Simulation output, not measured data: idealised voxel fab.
process module | voxel wiring stack
cross-section cut | 180 nm wide | cells 5 nm
A cross-section is a grid of square cells, given in bands from the top down. A band is one or more rows of cells.
Each band's line starts with the height of the band's top and of its bottom, in nm. Then come its materials from left to right, each with its width in nm. One material with "throughout" fills the band from edge to edge. "air" is empty space.
Height 0 is the level under which the wafer as received is all one material. The lowest band goes on downwards, as in "0 down".
A width such as "30 to 40" changes by the same amount from each row of cells to the next, from the band's top row to its bottom row.
"no change" after a step means that no cell of the cross-section changed.
closed voids: empty space of 8 cells or more with no open way to the top, each as width x height at its distance from the left edge, in nm
after a step's settings: what the simulator itself notes on the step
overlay nm, on a step with a mask: how far to the right of its planned place the mask lay; to the left if negative
plan
1 op RECEIVE | material Si
2 op CONFORMAL_DEP | material SiO2 | thk nm 10
3 op DIRECTIONAL_DEP | material TiN | thk nm 5
4 op DIRECTIONAL_DEP | material Ru | thk nm 15
5 op MASKED_ETCH | tone cover | mask id METAL_1 | width nm 30 | pitch nm 50 | etch materials Ru | depth nm 15 | overlay nm 0
6 op MASKED_ETCH | tone cover | mask id METAL_1 | width nm 30 | pitch nm 50 | etch materials TiN | depth nm 5 | overlay nm 0
7 op CONFORMAL_DEP | material SiCN | thk nm 5
8 op FILL_DEP | material SiO2 | thk nm 10
9 op CMP | height nm 30
10 op CONFORMAL_DEP | material SiCN | thk nm 5
11 op DIRECTIONAL_DEP | material SiO2 | thk nm 30
12 op MASKED_ETCH | tone open | mask id METAL_2_HOLES | width nm 15 | pitch nm 50 | etch materials SiO2 | depth nm 30 | overlay nm 0
13 op PATTERN | tone open | mask id METAL_2 | material resist | width nm 30 | pitch nm 50 | thk nm 20 | overlay nm 0
14 op DIRECTIONAL_ETCH | etch materials SiO2 | depth nm 20
15 op DIRECTIONAL_ETCH | etch materials SiCN | depth nm 5
16 op STRIP | etch materials resist
17 op CONFORMAL_DEP | material TiN | thk nm 5
18 op FILL_DEP | material Ru | thk nm 5
19 op CMP | height nm 65
20 op CONFORMAL_DEP | material SiCN | thk nm 5
21 op DIRECTIONAL_DEP | material SiO2 | thk nm 25
22 op PATTERN | tone open | mask id METAL_3 | material resist | width nm 30 | pitch nm 50 | thk nm 20 | overlay nm 0
23 op DIRECTIONAL_ETCH | etch materials SiO2 | depth nm 15
24 op STRIP | etch materials resist
25 op MASKED_ETCH | tone open | mask id METAL_3_HOLES | width nm 15 | etch materials SiO2 | depth nm 10 | overlay nm 0
26 op MASKED_ETCH | tone open | mask id METAL_3_HOLES | width nm 15 | etch materials SiCN | depth nm 5 | overlay nm 0
27 op CONFORMAL_DEP | material TiN | thk nm 5
28 op FILL_DEP | material Ru | thk nm 10
29 op CMP | height nm 95
30 op CONFORMAL_DEP | material SiCN | thk nm 5
31 op DIRECTIONAL_DEP | material lowk | thk nm 35
32 op MASKED_ETCH | tone open | mask id METAL_4 | width nm 30 | pitch nm 50 | etch materials lowk | depth nm 20 | overlay nm 0
33 op MASKED_ETCH | tone open | mask id METAL_4_HOLES | width nm 15 | pitch nm 50 | etch materials lowk | depth nm 15 | overlay nm 0
34 op MASKED_ETCH | tone open | mask id METAL_4_HOLES | width nm 15 | pitch nm 50 | etch materials SiCN | depth nm 5 | overlay nm 0
35 op CONFORMAL_DEP | material TiN | thk nm 5
36 op FILL_DEP | material Ru | thk nm 5
37 op CMP | height nm 135
38 op CONFORMAL_DEP | material SiCN | thk nm 5
as received, after step 1
  0 down: Si throughout
  closed voids: none
a wafer at the end: this start, this plan, one mistake
  140 to 135: SiCN throughout
  135 to 120: lowk 50 | TiN 5 | Ru 20 | TiN 5 | lowk 20 | TiN 5 | Ru 20 | TiN 5 | lowk 50
  120 to 115: lowk 50 | TiN 5 | Ru 5 | TiN 20 | lowk 20 | TiN 5 | Ru 5 | TiN 20 | lowk 50
  115 to 100: lowk 50 | TiN 5 | Ru 5 | TiN 5 | lowk 35 | TiN 5 | Ru 5 | TiN 5 | lowk 65
  100 to 95: SiCN 50 | TiN 15 | SiCN 35 | TiN 15 | SiCN 65
  95 to 70: SiO2 throughout
  70 to 65: SiCN throughout
  65 to 50: SiO2 50 | TiN 5 | Ru 20 | TiN 5 | SiO2 20 | TiN 5 | Ru 20 | TiN 5 | SiO2 50
  50 to 45: SiO2 50 | TiN 5 | Ru 5 | TiN 20 | SiO2 20 | TiN 5 | Ru 5 | TiN 20 | SiO2 50
  45 to 35: SiO2 50 | TiN 5 | Ru 5 | TiN 5 | SiO2 35 | TiN 5 | Ru 5 | TiN 5 | SiO2 65
  35 to 30: SiCN 50 | TiN 15 | SiCN 35 | TiN 15 | SiCN 65
  30 to 15: SiO2 45 | SiCN 5 | Ru 30 | SiCN 5 | SiO2 10 | SiCN 5 | Ru 30 | SiCN 5 | SiO2 45
  15 to 10: SiCN 50 | TiN 30 | SiCN 20 | TiN 30 | SiCN 50
  10 to 0: SiO2 throughout
  0 down: Si throughout
  closed voids: none
what went wrong: step 21 was run twice
